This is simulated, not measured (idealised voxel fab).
Process module, titled voxel self aligned vias
Square cell edge 5 nm, section width 225 nm, ID cut.
Bands, listed from the top down, are how a cross-section gets written in this document; the cross-section itself is a grid of square cells, and a band is one or more rows of them.
Each band's line starts with the height of the band's top and of its bottom, in nm. Then come its materials from left to right, each with its width in nm. One material with "throughout" fills the band from edge to edge. "blank" is empty space.
For the purposes of this specification, 0 denotes the height below which the wafer in its as-received condition is composed wholly of one material, and the lowermost band, lacking a lower limit, extends downward without end, as expressed in "0 -> down".
A width given as "30 to 40" starts at the first number in the band's top row and ends at the second number in its bottom row, shifting by an equal amount at every step from row to row.
Step note "identical to before" = no cross-section cell changed.
What "Enclosed empty spaces" gives you is every empty space of 8 cells or more that is cut off from the top. Each appears as width x height at distance, with the distance taken from the left edge and width, height and distance all in nm.
Anything after a step's settings on that line? It's the simulator's own note about the step.
overlay nm: where the mask lay relative to plan, measured to the right, on steps with a mask; negatives go left.
**So here's the lineup of process steps we planned**
1,RECEIVE [material Si]
2,CONFORMAL_DEP [material SiO2] [thk nm 15]
3,CONFORMAL_DEP [material SiCN] [thk nm 5]
4,DIRECTIONAL_DEP [material SiO2] [thk nm 20]
5,PATTERN [tone open] [mask id LINES] [material resist] [width nm 20] [pitch nm 50] [thk nm 20] [overlay nm 0]
6,DIRECTIONAL_ETCH [etch materials SiO2] [depth nm 20]
7,STRIP [etch materials resist]
8,CONFORMAL_DEP [material TiN] [thk nm 5]
9,FILL_DEP [material Ru] [thk nm 5]
10,CMP [height nm 40]
11,SELECTIVE_ETCH [etch materials W Ru TiN] [depth nm 5]
12,FILL_DEP [material SiN] [thk nm 5]
13,CMP [height nm 40]
14,DIRECTIONAL_DEP [material SiO2] [thk nm 15]
15,DIRECTIONAL_DEP [material aC] [thk nm 10]
16,PATTERN [tone open] [mask id VIAS] [material resist] [width nm 30] [pitch nm 50] [thk nm 25] [overlay nm 0]
17,DIRECTIONAL_ETCH [etch materials aC] [depth nm 10]
18,STRIP [etch materials resist]
19,DIRECTIONAL_ETCH [etch materials SiO2] [depth nm 15]
20,DIRECTIONAL_ETCH [etch materials SiN] [depth nm 5]
21,STRIP [etch materials aC]
22,CONFORMAL_DEP [material TiN] [thk nm 5]
23,FILL_DEP [material Ru] [thk nm 5]
24,CMP [height nm 55]
25,CONFORMAL_DEP [material SiN] [thk nm 5]
**Incoming wafer, cross-sectional view, post step 1**
    0 -> down: Si throughout
    Enclosed empty spaces: none
**Here's the cross-section of the first of our two wafers at the end of the module - it ran as planned**
    60 -> 55: SiN throughout
    55 -> 45: SiO2 (45)  TiN (5)  Ru (20)  TiN (5)  SiO2 (20)  TiN (5)  Ru (20)  TiN (5)  SiO2 (20)  TiN (5)  Ru (20)  TiN (5)  SiO2 (50)
    45 -> 40: SiO2 (45)  TiN (10)  Ru (10)  TiN (10)  SiO2 (20)  TiN (10)  Ru (10)  TiN (10)  SiO2 (20)  TiN (10)  Ru (10)  TiN (10)  SiO2 (50)
    40 -> 35: SiO2 (50)  TiN (20)  SiO2 (30)  TiN (20)  SiO2 (30)  TiN (20)  SiO2 (55)
    35 -> 25: SiO2 (50)  TiN (5)  Ru (10)  TiN (5)  SiO2 (30)  TiN (5)  Ru (10)  TiN (5)  SiO2 (30)  TiN (5)  Ru (10)  TiN (5)  SiO2 (55)
    25 -> 20: SiO2 (50)  TiN (20)  SiO2 (30)  TiN (20)  SiO2 (30)  TiN (20)  SiO2 (55)
    20 -> 15: SiCN throughout
    15 -> 0: SiO2 throughout
    0 -> down: Si throughout
    Enclosed empty spaces: none
**Second wafer cross-section at end of module - shared start and plan with the first, one mistake in the run**
    60 -> 55: SiN throughout
    55 -> 45: SiO2 (50)  TiN (5)  Ru (15)  TiN (5)  SiO2 (25)  TiN (5)  Ru (15)  TiN (5)  SiO2 (25)  TiN (5)  Ru (15)  TiN (5)  SiO2 (50)
    45 -> 40: SiO2 (50)  TiN (5)  Ru (10)  TiN (10)  SiO2 (25)  TiN (5)  Ru (10)  TiN (10)  SiO2 (25)  TiN (5)  Ru (10)  TiN (10)  SiO2 (50)
    40 -> 35: SiO2 (50)  TiN (20)  SiO2 (30)  TiN (20)  SiO2 (30)  TiN (20)  SiO2 (55)
    35 -> 25: SiO2 (50)  TiN (5)  Ru (10)  TiN (5)  SiO2 (30)  TiN (5)  Ru (10)  TiN (5)  SiO2 (30)  TiN (5)  Ru (10)  TiN (5)  SiO2 (55)
    25 -> 20: SiO2 (50)  TiN (20)  SiO2 (30)  TiN (20)  SiO2 (30)  TiN (20)  SiO2 (55)
    20 -> 15: SiCN throughout
    15 -> 0: SiO2 throughout
    0 -> down: Si throughout
    Enclosed empty spaces: none
Plan not followed: step 16 off recipe, ran as PATTERN [tone open] [mask id VIAS] [material resist] [width nm 25] [pitch nm 50] [thk nm 25] [overlay nm 0]
Upon completion, the second wafer contains, in terms of cells, a greater or smaller amount of certain materials than the first wafer: 6 fewer of Ru | 9 more of SiO2 | 3 fewer of TiN
